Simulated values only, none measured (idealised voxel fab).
Herein follows the process module entitled voxel transistor to metal.
Cross-section cut spans 210 nm and uses square cells 5 nm in size.
We lay out every cross-section as a grid of square cells and spell it out in bands from the top down, where one band means one or more rows of cells. Each band's line starts with the height of the band's top and of its bottom, in nm. Then come its materials from left to right, each with its width in nm. One material with "everywhere" fills the band from edge to edge. "empty" is empty space. Heights from 0 (as-received wafer is one material below). Bottom band endless downward, as "0 nm and below". So if you see something like "30 to 40" for the width, read it as the top row of the band sitting at the first number and the bottom row at the second, with every row in between moving by the same amount as the last. "all unchanged" means the step left every cell of the cross-section as it was. Voids not open to the top, 8 cells minimum: see "Trapped cavities". Written width x height at distance; distance is from the left edge; nm. Read whatever lies past the settings on a step's line as the simulator's own remark about the step. Each step line may optionally specify "overlay nm", which for a step with a mask gives the rightward distance between the mask's planned place and where it lay, a negative value indicating the leftward direction.
## These are the steps we planned for the process
| 1 | RECEIVE | material Si |
| 2 | OXIDIZE | depth nm 5 |
| 3 | CONFORMAL_DEP | material SiN | thk nm 10 |
| 4 | DIRECTIONAL_DEP | material aC | thk nm 10 |
| 5 | PATTERN | tone cover | mask id ACTIVE | material resist | width nm 120 | thk nm 25 | overlay nm 0 |
| 6 | DIRECTIONAL_ETCH | etch materials aC | depth nm 10 |
| 7 | STRIP | etch materials resist |
| 8 | DIRECTIONAL_ETCH | etch materials SiN | depth nm 10 |
| 9 | DIRECTIONAL_ETCH | etch materials SiO2 | depth nm 5 |
| 10 | DIRECTIONAL_ETCH | etch materials Si | depth nm 30 |
| 11 | STRIP | etch materials aC |
| 12 | OXIDIZE | depth nm 5 |
| 13 | FILL_DEP | material SiO2 | thk nm 5 |
| 14 | CMP | height nm 10 |
| 15 | SELECTIVE_ETCH | etch materials SiO2 | depth nm 5 |
| 16 | STRIP | etch materials SiN |
| 17 | SELECTIVE_ETCH | etch materials SiO2 | depth nm 5 |
| 18 | OXIDIZE | depth nm 5 |
| 19 | DIRECTIONAL_DEP | material polySi | thk nm 20 |
| 20 | DIRECTIONAL_DEP | material SiCN | thk nm 10 |
| 21 | DIRECTIONAL_DEP | material aC | thk nm 10 |
| 22 | PATTERN | tone cover | mask id GATE | material resist | width nm 30 | thk nm 30 | overlay nm 0 |
| 23 | DIRECTIONAL_ETCH | etch materials aC | depth nm 10 |
| 24 | STRIP | etch materials resist |
| 25 | DIRECTIONAL_ETCH | etch materials SiCN | depth nm 20 |
| 26 | DIRECTIONAL_ETCH | etch materials polySi | depth nm 30 |
| 27 | STRIP | etch materials aC |
| 28 | CONFORMAL_DEP | material SiO2 | thk nm 5 |
| 29 | DIRECTIONAL_ETCH | etch materials SiO2 | depth nm 5 |
| 30 | CONFORMAL_DEP | material SiN | thk nm 10 |
| 31 | DIRECTIONAL_ETCH | etch materials SiN | depth nm 10 |
| 32 | DIRECTIONAL_ETCH | etch materials SiO2 | depth nm 5 |
| 33 | DIRECTIONAL_ETCH | etch materials Si | depth nm 5 |
| 34 | EPI | material pSi | thk nm 10 |
| 35 | FILL_DEP | material SiO2 | thk nm 10 |
| 36 | CMP | height nm 15 |
| 37 | STRIP | etch materials polySi |
| 38 | SELECTIVE_ETCH | etch materials SiO2 | depth nm 5 |
| 39 | CONFORMAL_DEP | material HfO2 | thk nm 5 |
| 40 | CONFORMAL_DEP | material TiN | thk nm 5 |
| 41 | FILL_DEP | material W | thk nm 10 |
| 42 | CMP | height nm 10 |
| 43 | DIRECTIONAL_DEP | material SiO2 | thk nm 15 |
| 44 | DIRECTIONAL_DEP | material aC | thk nm 15 |
| 45 | PATTERN | tone open | mask id CONTACT | material resist | width nm 15 | pitch nm 85 | thk nm 35 | overlay nm 0 |
| 46 | DIRECTIONAL_ETCH | etch materials aC | depth nm 15 |
| 47 | STRIP | etch materials resist |
| 48 | DIRECTIONAL_ETCH | etch materials SiO2 | depth nm 25 |
| 49 | STRIP | etch materials aC |
| 50 | CONFORMAL_DEP | material TiN | thk nm 5 |
| 51 | FILL_DEP | material W | thk nm 10 |
| 52 | CMP | height nm 25 |
| 53 | CONFORMAL_DEP | material SiN | thk nm 5 |
| 54 | DIRECTIONAL_DEP | material SiO2 | thk nm 20 |
| 55 | MASKED_ETCH | tone open | mask id METAL_1 | width nm 15 | pitch nm 85 | etch materials SiO2 | depth nm 20 | overlay nm 0 |
| 56 | MASKED_ETCH | tone open | mask id METAL_1 | width nm 15 | pitch nm 85 | etch materials SiN | depth nm 5 | overlay nm 0 |
| 57 | CONFORMAL_DEP | material TiN | thk nm 5 |
| 58 | FILL_DEP | material Cu | thk nm 10 |
| 59 | CMP | height nm 50 |
| 60 | CONFORMAL_DEP | material SiCN | thk nm 5 |
| 61 | DIRECTIONAL_DEP | material SiO2 | thk nm 25 |
| 62 | DIRECTIONAL_DEP | material aC | thk nm 10 |
| 63 | PATTERN | tone open | mask id METAL_2 | material resist | width nm 15 | pitch nm 85 | thk nm 30 | overlay nm 0 |
| 64 | DIRECTIONAL_ETCH | etch materials aC | depth nm 10 |
| 65 | STRIP | etch materials resist |
| 66 | DIRECTIONAL_ETCH | etch materials SiO2 | depth nm 15 |
| 67 | STRIP | etch materials aC |
| 68 | PATTERN | tone open | mask id METAL_2_HOLES | material resist | width nm 15 | pitch nm 85 | thk nm 15 | overlay nm 0 |
| 69 | DIRECTIONAL_ETCH | etch materials SiO2 | depth nm 10 |
| 70 | DIRECTIONAL_ETCH | etch materials SiCN | depth nm 5 |
| 71 | STRIP | etch materials resist |
| 72 | CONFORMAL_DEP | material TiN | thk nm 5 |
| 73 | FILL_DEP | material Cu | thk nm 5 |
| 74 | CMP | height nm 80 |
| 75 | CONFORMAL_DEP | material SiN | thk nm 5 |
## Incoming wafer, cross-sectional view, post step 1
- 0 nm and below | Si everywhere
- Trapped cavities: none
## Result of the module, cross-sectioned: start per above, plan per above, one error in how it was run
- 85 nm to 80 nm | SiN everywhere
- 80 nm to 55 nm | SiO2=55 | TiN=5 | Cu=5 | TiN=5 | SiO2=70 | TiN=5 | Cu=5 | TiN=5 | SiO2=55
- 55 nm to 50 nm | SiCN=55 | TiN=15 | SiCN=70 | TiN=15 | SiCN=55
- 50 nm to 35 nm | SiO2=55 | TiN=5 | Cu=5 | TiN=5 | SiO2=70 | TiN=5 | Cu=5 | TiN=5 | SiO2=55
- 35 nm to 30 nm | SiO2=55 | TiN=15 | SiO2=70 | TiN=15 | SiO2=55
- 30 nm to 25 nm | SiN=65 | TiN=5 | SiN=80 | TiN=5 | SiN=55
- 25 nm to 10 nm | SiO2=55 | TiN=5 | W=5 | TiN=5 | SiO2=70 | TiN=5 | W=5 | TiN=5 | SiO2=55
- 10 nm to 5 nm | SiO2=55 | TiN=5 | W=5 | TiN=5 | SiO2=5 | SiN=10 | HfO2=5 | TiN=5 | W=20 | TiN=5 | HfO2=5 | SiN=10 | SiO2=5 | TiN=5 | W=5 | TiN=5 | SiO2=55
- 5 nm to 0 nm | SiO2=55 | TiN=15 | SiO2=5 | SiN=10 | HfO2=5 | TiN=5 | W=20 | TiN=5 | HfO2=5 | SiN=10 | SiO2=5 | TiN=15 | SiO2=55
- 0 nm to -5 nm | SiO2=45 | SiN=10 | pSi=20 | SiN=10 | HfO2=5 | TiN=30 | HfO2=5 | SiN=10 | pSi=20 | SiN=10 | SiO2=45
- -5 nm to -10 nm | SiO2=55 | pSi=20 | SiO2=10 | HfO2=40 | SiO2=10 | pSi=20 | SiO2=55
- -10 nm to -15 nm | SiO2=50 | Si=5 | pSi=20 | Si=60 | pSi=20 | Si=5 | SiO2=50
- -15 nm to -40 nm | SiO2=50 | Si=110 | SiO2=50
- -40 nm and below | Si everywhere
- Trapped cavities: none
Deviation from plan: step 56 ran as: MASKED_ETCH | tone open | mask id METAL_1 | width nm 15 | pitch nm 85 | etch materials SiN | depth nm 5 | overlay nm 10
